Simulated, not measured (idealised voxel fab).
process module | voxel wiring stack
cross-section cut | 250 nm wide | cells 5 nm
A cross-section is a grid of square cells, given in bands from the top down. A band is one or more rows of cells.
Each band's line starts with the height of the band's top and of its bottom, in nm. Then come its materials from left to right, each with its width in nm. One material with "throughout" fills the band from edge to edge. "air" is empty space.
Height 0 is the level under which the wafer as received is all one material. The lowest band goes on downwards, as in "0 down".
A width such as "30 to 40" changes by the same amount from each row of cells to the next, from the band's top row to its bottom row.
"no change" after a step means that no cell of the cross-section changed.
closed voids: empty space of 8 cells or more with no open way to the top, each as width x height at its distance from the left edge, in nm
after a step's settings: what the simulator itself notes on the step
overlay nm, on a step with a mask: how far to the right of its planned place the mask lay; to the left if negative
plan
1 op RECEIVE | material Si
2 op CONFORMAL_DEP | material SiO2 | thk nm 15
3 op CONFORMAL_DEP | material SiN | thk nm 5
4 op DIRECTIONAL_DEP | material SiO2 | thk nm 15
5 op DIRECTIONAL_DEP | material aC | thk nm 15
6 op PATTERN | tone open | mask id METAL_1 | material resist | width nm 30 | pitch nm 60 | thk nm 30 | overlay nm 0
7 op DIRECTIONAL_ETCH | etch materials aC | depth nm 15
8 op STRIP | etch materials resist
9 op DIRECTIONAL_ETCH | etch materials SiO2 | depth nm 15
10 op DIRECTIONAL_ETCH | etch materials SiN | depth nm 5
11 op STRIP | etch materials aC
12 op CONFORMAL_DEP | material TiN | thk nm 5
13 op FILL_DEP | material Cu | thk nm 10
14 op CMP | height nm 35
15 op EPI | material Ru | thk nm 5
16 op FILL_DEP | material SiCN | thk nm 5
17 op DIRECTIONAL_DEP | material SiO2 | thk nm 10
18 op DIRECTIONAL_DEP | material aC | thk nm 15
19 op PATTERN | tone open | mask id PLUG_1 | material resist | width nm 15 | pitch nm 60 | thk nm 30 | overlay nm 0
20 op DIRECTIONAL_ETCH | etch materials aC | depth nm 5
21 op STRIP | etch materials resist
22 op DIRECTIONAL_ETCH | etch materials SiO2 | depth nm 10
23 op DIRECTIONAL_ETCH | etch materials SiCN | depth nm 5
24 op STRIP | etch materials aC
25 op EPI | material Ru | thk nm 10
26 op EPI | material Ru | thk nm 5
27 op CONFORMAL_DEP | material SiCN | thk nm 5
28 op DIRECTIONAL_DEP | material lowk | thk nm 20
29 op DIRECTIONAL_DEP | material aC | thk nm 15
30 op PATTERN | tone open | mask id METAL_2 | material resist | width nm 30 | pitch nm 60 | thk nm 30 | overlay nm 0
31 op DIRECTIONAL_ETCH | etch materials aC | depth nm 15
32 op STRIP | etch materials resist
33 op DIRECTIONAL_ETCH | etch materials lowk | depth nm 20
34 op DIRECTIONAL_ETCH | etch materials SiCN | depth nm 5
35 op STRIP | etch materials aC
36 op CONFORMAL_DEP | material TiN | thk nm 5
37 op FILL_DEP | material W | thk nm 10
38 op CMP | height nm 80
39 op CONFORMAL_DEP | material SiCN | thk nm 5
40 op DIRECTIONAL_DEP | material SiO2 | thk nm 30
41 op DIRECTIONAL_DEP | material aC | thk nm 15
42 op PATTERN | tone open | mask id METAL_3_HOLES | material resist | width nm 15 | pitch nm 60 | thk nm 35 | overlay nm 0
43 op DIRECTIONAL_ETCH | etch materials aC | depth nm 15
44 op STRIP | etch materials resist
45 op DIRECTIONAL_ETCH | etch materials SiO2 | depth nm 30
46 op STRIP | etch materials aC
47 op MASKED_ETCH | tone open | mask id METAL_3 | width nm 30 | pitch nm 60 | etch materials SiO2 | depth nm 15 | overlay nm 0
48 op MASKED_ETCH | tone open | mask id METAL_3 | width nm 30 | pitch nm 60 | etch materials SiCN | depth nm 5 | overlay nm 0
49 op CONFORMAL_DEP | material TiN | thk nm 5
50 op FILL_DEP | material Ru | thk nm 10
51 op CMP | height nm 115
52 op CONFORMAL_DEP | material SiCN | thk nm 5
53 op DIRECTIONAL_DEP | material lowk | thk nm 25
54 op PATTERN | tone open | mask id METAL_4_HOLES | material resist | width nm 15 | thk nm 15 | overlay nm 0
55 op DIRECTIONAL_ETCH | etch materials lowk | depth nm 25
56 op STRIP | etch materials resist
57 op MASKED_ETCH | tone open | mask id METAL_4 | width nm 30 | pitch nm 60 | etch materials lowk | depth nm 15 | overlay nm 0
58 op MASKED_ETCH | tone open | mask id METAL_4 | width nm 30 | pitch nm 60 | etch materials SiCN | depth nm 5 | overlay nm 0
59 op CONFORMAL_DEP | material TiN | thk nm 5
60 op FILL_DEP | material Cu | thk nm 10
61 op CMP | height nm 145
62 op CONFORMAL_DEP | material SiCN | thk nm 5
varied across the wafers: depth nm of step 20. The plan shows the first wafer's value. All wafers start alike
first wafer as received, after step 1
  0 down: Si throughout
  closed voids: none
first wafer at the end, after step 62
  150 to 145: SiCN throughout
  145 to 135: lowk 80 | TiN 5 | Cu 20 | TiN 5 | lowk 30 | TiN 5 | Cu 20 | TiN 5 | lowk 80
  135 to 130: lowk 80 | TiN 5 | Cu 5 | TiN 20 | lowk 30 | TiN 30 | lowk 80
  130 to 120: lowk 80 | TiN 5 | Cu 5 | TiN 5 | lowk 155
  120 to 115: SiCN 80 | TiN 15 | SiCN 155
  115 to 105: SiO2 80 | TiN 5 | Ru 20 | TiN 5 | SiO2 30 | TiN 5 | Ru 20 | TiN 5 | SiO2 80
  105 to 100: SiO2 80 | TiN 5 | Ru 5 | TiN 20 | SiO2 30 | TiN 5 | Ru 5 | TiN 20 | SiO2 80
  100 to 85: SiO2 80 | TiN 5 | Ru 5 | TiN 5 | SiO2 45 | TiN 5 | Ru 5 | TiN 5 | SiO2 95
  85 to 80: SiCN 80 | TiN 15 | SiCN 45 | TiN 15 | SiCN 95
  80 to 60: lowk 80 | TiN 5 | W 20 | TiN 5 | lowk 30 | TiN 5 | W 20 | TiN 5 | lowk 80
  60 to 55: SiCN 80 | TiN 30 | SiCN 30 | TiN 30 | SiCN 80
  55 to 45: SiO2 throughout
  45 to 40: SiCN throughout
  40 to 35: SiCN 75 | Ru 40 | SiCN 20 | Ru 40 | SiCN 75
  35 to 20: SiO2 80 | TiN 5 | Cu 20 | TiN 5 | SiO2 30 | TiN 5 | Cu 20 | TiN 5 | SiO2 80
  20 to 15: SiN 80 | TiN 30 | SiN 30 | TiN 30 | SiN 80
  15 to 0: SiO2 throughout
  0 down: Si throughout
  closed voids: none
last wafer at the end
  150 to 145: SiCN throughout
  145 to 135: lowk 80 | TiN 5 | Cu 20 | TiN 5 | lowk 30 | TiN 5 | Cu 20 | TiN 5 | lowk 80
  135 to 130: lowk 80 | TiN 5 | Cu 5 | TiN 20 | lowk 30 | TiN 30 | lowk 80
  130 to 120: lowk 80 | TiN 5 | Cu 5 | TiN 5 | lowk 155
  120 to 115: SiCN 80 | TiN 15 | SiCN 155
  115 to 105: SiO2 80 | TiN 5 | Ru 20 | TiN 5 | SiO2 30 | TiN 5 | Ru 20 | TiN 5 | SiO2 80
  105 to 100: SiO2 80 | TiN 5 | Ru 5 | TiN 20 | SiO2 30 | TiN 5 | Ru 5 | TiN 20 | SiO2 80
  100 to 85: SiO2 80 | TiN 5 | Ru 5 | TiN 5 | SiO2 45 | TiN 5 | Ru 5 | TiN 5 | SiO2 95
  85 to 80: SiCN 80 | TiN 15 | SiCN 45 | TiN 15 | SiCN 95
  80 to 60: lowk 80 | TiN 5 | W 20 | TiN 5 | lowk 30 | TiN 5 | W 20 | TiN 5 | lowk 80
  60 to 55: SiCN 80 | TiN 30 | SiCN 30 | TiN 30 | SiCN 80
  55 to 45: SiO2 80 | Ru 15 | SiO2 45 | Ru 15 | SiO2 95
  45 to 35: SiCN 80 to 75 | Ru 15 to 40 | SiCN 45 to 20 | Ru 15 to 40 | SiCN 95 to 75
  35 to 20: SiO2 80 | TiN 5 | Cu 20 | TiN 5 | SiO2 30 | TiN 5 | Cu 20 | TiN 5 | SiO2 80
  20 to 15: SiN 80 | TiN 30 | SiN 30 | TiN 30 | SiN 80
  15 to 0: SiO2 throughout
  0 down: Si throughout
  closed voids: none
each wafer at the end: cells of each material gained (+) or lost (-) since it was received, then its closed voids
depth nm 5 | +43 Cu | +40 Ru | +263 SiCN | +38 SiN | +610 SiO2 | +114 TiN | +32 W | +360 lowk | closed voids: none
depth nm 10 | +43 Cu | +40 Ru | +263 SiCN | +38 SiN | +610 SiO2 | +114 TiN | +32 W | +360 lowk | closed voids: none
depth nm 15 | +43 Cu | +58 Ru | +257 SiCN | +38 SiN | +598 SiO2 | +114 TiN | +32 W | +360 lowk | closed voids: none
depth nm 20 | +43 Cu | +58 Ru | +257 SiCN | +38 SiN | +598 SiO2 | +114 TiN | +32 W | +360 lowk | closed voids: none
depth nm 25 | +43 Cu | +58 Ru | +257 SiCN | +38 SiN | +598 SiO2 | +114 TiN | +32 W | +360 lowk | closed voids: none
depth nm 30 | +43 Cu | +58 Ru | +257 SiCN | +38 SiN | +598 SiO2 | +114 TiN | +32 W | +360 lowk | closed voids: none
